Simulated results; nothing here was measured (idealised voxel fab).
Herein follows the process module entitled voxel released beams.
It is cross-section cut that appears here, measuring 260 nm in width, its square cells being 5 nm in size.
In this document a cross-section is written as a grid of square cells. It is given as a series of bands, listed from the top down, and a band is one or more rows of cells. For a band, the entry starts with two heights in nm, that of the top and then that of the bottom, and carries on with the band's materials in order from left to right, each alongside its width in nm; the word "everywhere" beside a single material means it fills the band edge to edge, and "empty" means empty space. A quick word on heights: they are counted from 0, and under that level the wafer as it came to us is one material throughout. The lowest band is different from the rest in having no bottom; it simply continues downward, written as in "from 0 down". When a width is written as two numbers, as in "30..40", the first number is the width in the top row of cells of the band and the second is the width in its bottom row, and the width changes by the same amount from each row to the next. Basically "nothing changed" means that step didn't change any cell in the cross-section. In "Fully closed voids" the enclosed voids are listed, meaning empty spaces of 8 cells or larger without any opening to the top. The form is width x height at distance, distance from the left edge, units nm. If you see something after the settings on a step's line, that's the simulator's own remark about that step. Each step line may optionally specify "overlay nm", which for a step with a mask gives the rightward distance between the mask's planned place and where it lay, a negative value indicating the leftward direction.
PLANNED STEP LIST FOR THE PROCESS
1) RECEIVE [material Si]
2) CONFORMAL_DEP [material Al2O3] [thk nm 5]
3) DIRECTIONAL_DEP [material SiO2] [thk nm 15]
4) DIRECTIONAL_DEP [material aC] [thk nm 10]
5) PATTERN [tone open] [mask id ANCHOR] [material resist] [width nm 45] [thk nm 30] [overlay nm 0]
6) DIRECTIONAL_ETCH [etch materials aC] [depth nm 10]
7) STRIP [etch materials resist]
8) DIRECTIONAL_ETCH [etch materials SiO2] [depth nm 15]
9) STRIP [etch materials aC]
10) CONFORMAL_DEP [material SiN] [thk nm 15]
11) DIRECTIONAL_DEP [material aC] [thk nm 10]
12) PATTERN [tone cover] [mask id BEAM] [material resist] [width nm 120] [thk nm 30] [overlay nm 0]
13) DIRECTIONAL_ETCH [etch materials aC] [depth nm 10]
14) STRIP [etch materials resist]
15) DIRECTIONAL_ETCH [etch materials SiN] [depth nm 15]
16) STRIP [etch materials aC]
17) STRIP [etch materials SiO2]
FIRST WAFER, TWO IN TOTAL, RUN AS PLANNED
CROSS-SECTION OF THE WAFER UPON ARRIVAL, REPRESENTING THE STATE REACHED AFTER STEP 1
from 0 down | Si everywhere
Fully closed voids: none
STATE OF THE WAFER AFTER STEP 2, SHOWN IN CROSS-SECTION
from 5 to 0 | Al2O3 everywhere
Everything under 0 stays put, no change at all.
STATE OF THE WAFER AFTER STEP 3, SHOWN IN CROSS-SECTION
from 20 to 5 | SiO2 everywhere
Everything under 5 stays put, no change at all.
STATE OF THE WAFER AFTER STEP 4, SHOWN IN CROSS-SECTION
from 30 to 20 | aC everywhere
Everything under 20 stays put, no change at all.
STATE OF THE WAFER AFTER STEP 5, SHOWN IN CROSS-SECTION
from 60 to 30 | resist 70; empty 45; resist 145
Everything under 30 stays put, no change at all.
STATE OF THE WAFER AFTER STEP 6, SHOWN IN CROSS-SECTION
from 50 to 30 | resist 70; empty 45; resist 145
from 30 to 20 | aC 70; empty 45; aC 145
Everything under 20 stays put, no change at all.
STATE OF THE WAFER AFTER STEP 7, SHOWN IN CROSS-SECTION
from 30 to 20 | aC 70; empty 45; aC 145
Everything under 20 stays put, no change at all.
STATE OF THE WAFER AFTER STEP 8, SHOWN IN CROSS-SECTION
from 30 to 20 | aC 70; empty 45; aC 145
from 20 to 5 | SiO2 70; empty 45; SiO2 145
Everything under 5 stays put, no change at all.
STATE OF THE WAFER AFTER STEP 9, SHOWN IN CROSS-SECTION
from 20 to 5 | SiO2 70; empty 45; SiO2 145
Everything under 5 stays put, no change at all.
STATE OF THE WAFER AFTER STEP 10, SHOWN IN CROSS-SECTION
from 35 to 20 | SiN 85; empty 15; SiN 160
from 20 to 5 | SiO2 70; SiN 45; SiO2 145
Everything under 5 stays put, no change at all.
STATE OF THE WAFER AFTER STEP 11, SHOWN IN CROSS-SECTION
from 45 to 35 | aC 85; empty 15; aC 160
from 35 to 30 | SiN 85; empty 15; SiN 160
from 30 to 20 | SiN 85; aC 15; SiN 160
Everything under 20 stays put, no change at all.
STATE OF THE WAFER AFTER STEP 12, SHOWN IN CROSS-SECTION
from 75 to 45 | empty 65; resist 120; empty 75
from 45 to 35 | aC 85; resist 15; aC 160
from 35 to 30 | SiN 85; resist 15; SiN 160
Everything under 30 stays put, no change at all.
STATE OF THE WAFER AFTER STEP 13, SHOWN IN CROSS-SECTION
from 65 to 45 | empty 65; resist 120; empty 75
from 45 to 35 | empty 65; aC 20; resist 15; aC 85; empty 75
Everything under 35 stays put, no change at all.
STATE OF THE WAFER AFTER STEP 14, SHOWN IN CROSS-SECTION
from 45 to 35 | empty 65; aC 20; empty 15; aC 85; empty 75
from 35 to 30 | SiN 85; empty 15; SiN 160
Everything under 30 stays put, no change at all.
STATE OF THE WAFER AFTER STEP 15, SHOWN IN CROSS-SECTION
from 45 to 35 | empty 65; aC 20; empty 15; aC 85; empty 75
from 35 to 30 | empty 65; SiN 20; empty 15; SiN 85; empty 75
from 30 to 20 | empty 65; SiN 20; aC 15; SiN 85; empty 75
Everything under 20 stays put, no change at all.
STATE OF THE WAFER AFTER STEP 16, SHOWN IN CROSS-SECTION
from 35 to 20 | empty 65; SiN 20; empty 15; SiN 85; empty 75
Everything under 20 stays put, no change at all.
STATE OF THE WAFER AFTER STEP 17, SHOWN IN CROSS-SECTION
from 35 to 20 | empty 65; SiN 20; empty 15; SiN 85; empty 75
from 20 to 5 | empty 70; SiN 45; empty 145
Everything under 5 stays put, no change at all.
SECOND WAFER - SHARED START AND PLAN WITH THE FIRST - ONE ERROR IN RUNNING - SAME AS THE FIRST UP TO STEP 9 INCLUSIVE
LOOK AT THE SECOND WAFER IN CROSS-SECTION AT THE TIME STEP 10 OUGHT TO HAVE FINISHED
from 50 to 20 | SiN everywhere
from 20 to 5 | SiO2 70; SiN 45; SiO2 145
Everything under 5 stays put, no change at all.
LOOK AT THE SECOND WAFER IN CROSS-SECTION AT THE TIME STEP 11 OUGHT TO HAVE FINISHED
from 60 to 50 | aC everywhere
Everything under 50 stays put, no change at all.
LOOK AT THE SECOND WAFER IN CROSS-SECTION AT THE TIME STEP 12 OUGHT TO HAVE FINISHED
from 90 to 60 | empty 65; resist 120; empty 75
Everything under 60 stays put, no change at all.
LOOK AT THE SECOND WAFER IN CROSS-SECTION AT THE TIME STEP 13 OUGHT TO HAVE FINISHED
from 80 to 60 | empty 65; resist 120; empty 75
from 60 to 50 | empty 65; aC 120; empty 75
Everything under 50 stays put, no change at all.
LOOK AT THE SECOND WAFER IN CROSS-SECTION AT THE TIME STEP 14 OUGHT TO HAVE FINISHED
from 60 to 50 | empty 65; aC 120; empty 75
Everything under 50 stays put, no change at all.
LOOK AT THE SECOND WAFER IN CROSS-SECTION AT THE TIME STEP 15 OUGHT TO HAVE FINISHED
from 60 to 50 | empty 65; aC 120; empty 75
from 50 to 35 | empty 65; SiN 120; empty 75
Everything under 35 stays put, no change at all.
LOOK AT THE SECOND WAFER IN CROSS-SECTION AT THE TIME STEP 16 OUGHT TO HAVE FINISHED
from 50 to 35 | empty 65; SiN 120; empty 75
Everything under 35 stays put, no change at all.
Look at the second wafer in cross-section at the time step 17 ought to have finished: nothing changed
The plan and the run diverged here: twice, step 10 of the plan was run
At the finish, the second wafer shows more or fewer cells for some materials than the first does: SiN: 165 more, SiO2: 129 more
